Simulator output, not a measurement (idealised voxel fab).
Title: Process Module voxel self aligned vias
Cross-sectional view cut (width: 185 nm; square cell size: 5 nm).
How to read a cross-section here: the picture is a grid of square cells, written as bands going from the top down, and any band can span one or more rows of cells.
For a band, the entry starts with two heights in nm, that of the top and then that of the bottom, and carries on with the band's materials in order from left to right, each alongside its width in nm; the word "everywhere" beside a single material means it fills the band edge to edge, and "blank" means empty space.
Below 0: as-received wafer, all one material; heights counted from there. Lowest band: no bottom, goes on down, written "0 down".
You'd read "30->40" like this: the band's top row of cells is as wide as the first number, its bottom row is as wide as the second, and going down, every row changes width by the same amount as the row before did.
The designation "changes: none", where it is given for a processing step, indicates that no cell of the cross-section was altered in the course of that step.
Voids not open to the top, 8 cells minimum: see "Fully sealed cavities". Written width x height at distance; distance is from the left edge; nm.
Read whatever lies past the settings on a step's line as the simulator's own remark about the step.
The optional step-line setting "overlay nm" applies to steps with a mask and quantifies how far to the right of its planned location the mask lay, a negative value indicating leftward placement.

Planned step list for the process
1. op RECEIVE | material Si
2. op CONFORMAL_DEP | material SiO2 | thk nm 15
3. op CONFORMAL_DEP | material SiCN | thk nm 5
4. op DIRECTIONAL_DEP | material lowk | thk nm 30
5. op PATTERN | tone open | mask id LINES | material resist | width nm 20 | pitch nm 60 | thk nm 15 | overlay nm 0
6. op DIRECTIONAL_ETCH | etch materials lowk | depth nm 30
7. op STRIP | etch materials resist
8. op CONFORMAL_DEP | material TiN | thk nm 5
9. op FILL_DEP | material Ru | thk nm 10
10. op CMP | height nm 50
11. op SELECTIVE_ETCH | etch materials W Ru TiN | depth nm 10
12. op FILL_DEP | material SiN | thk nm 10
13. op CMP | height nm 50
14. op DIRECTIONAL_DEP | material lowk | thk nm 15
15. op PATTERN | tone open | mask id VIAS | material resist | width nm 30 | pitch nm 60 | thk nm 20 | overlay nm 0
16. op DIRECTIONAL_ETCH | etch materials lowk | depth nm 15
17. op DIRECTIONAL_ETCH | etch materials SiN | depth nm 10
18. op STRIP | etch materials resist
19. op CONFORMAL_DEP | material TiN | thk nm 5
20. op FILL_DEP | material Ru | thk nm 5
21. op CMP | height nm 65
22. op CONFORMAL_DEP | material SiN | thk nm 5

Cross-section of the incoming wafer, state after step 1
0 down: Si everywhere
Fully sealed cavities: none

Looking at the first of two wafers in cross-section at end of module - ran to plan
70 to 65: SiN everywhere
65 to 55: 15 of lowk / 5 of TiN / 20 of Ru / 5 of TiN / 30 of lowk / 5 of TiN / 20 of Ru / 5 of TiN / 30 of lowk / 5 of TiN / 20 of Ru / 5 of TiN / 20 of lowk
55 to 45: 15->20 of lowk / 10->5 of TiN / 10 of Ru / 10->5 of TiN / 30->40 of lowk / 10->5 of TiN / 10 of Ru / 10->5 of TiN / 30->40 of lowk / 10->5 of TiN / 10 of Ru / 10->5 of TiN / 20->25 of lowk
45 to 40: 20 of lowk / 20 of TiN / 40 of lowk / 20 of TiN / 40 of lowk / 20 of TiN / 25 of lowk
40 to 25: 20 of lowk / 5 of TiN / 10 of Ru / 5 of TiN / 40 of lowk / 5 of TiN / 10 of Ru / 5 of TiN / 40 of lowk / 5 of TiN / 10 of Ru / 5 of TiN / 25 of lowk
25 to 20: 20 of lowk / 20 of TiN / 40 of lowk / 20 of TiN / 40 of lowk / 20 of TiN / 25 of lowk
20 to 15: SiCN everywhere
15 to 0: SiO2 everywhere
0 down: Si everywhere
Fully sealed cavities: none

Second of two wafers, module complete, sectioned: it shares the first wafer's start and plan but was run with one mistake
70 to 65: SiN everywhere
65 to 55: 15 of lowk / 5 of TiN / 20 of Ru / 5 of TiN / 30 of lowk / 5 of TiN / 20 of Ru / 5 of TiN / 30 of lowk / 5 of TiN / 20 of Ru / 5 of TiN / 20 of lowk
55 to 45: 15->25 of lowk / 15->5 of TiN / 5 of Ru / 10->5 of TiN / 30->45 of lowk / 15->5 of TiN / 5 of Ru / 10->5 of TiN / 30->45 of lowk / 15->5 of TiN / 5 of Ru / 10->5 of TiN / 20->25 of lowk
45 to 40: 25 of lowk / 15 of TiN / 45 of lowk / 15 of TiN / 45 of lowk / 15 of TiN / 25 of lowk
40 to 25: 25 of lowk / 5 of TiN / 5 of Ru / 5 of TiN / 45 of lowk / 5 of TiN / 5 of Ru / 5 of TiN / 45 of lowk / 5 of TiN / 5 of Ru / 5 of TiN / 25 of lowk
25 to 20: 25 of lowk / 15 of TiN / 45 of lowk / 15 of TiN / 45 of lowk / 15 of TiN / 25 of lowk
20 to 15: SiCN everywhere
15 to 0: SiO2 everywhere
0 down: Si everywhere
Fully sealed cavities: none
The mistake made against the process plan was this: so step 5 ended up running with a different setting than we planned, it ran as op PATTERN | tone open | mask id LINES | material resist | width nm 15 | pitch nm 60 | thk nm 15 | overlay nm 0
FYI, end of process, the second wafer has more or fewer cells of some materials than the first: Ru -15 | TiN -3 | lowk +18
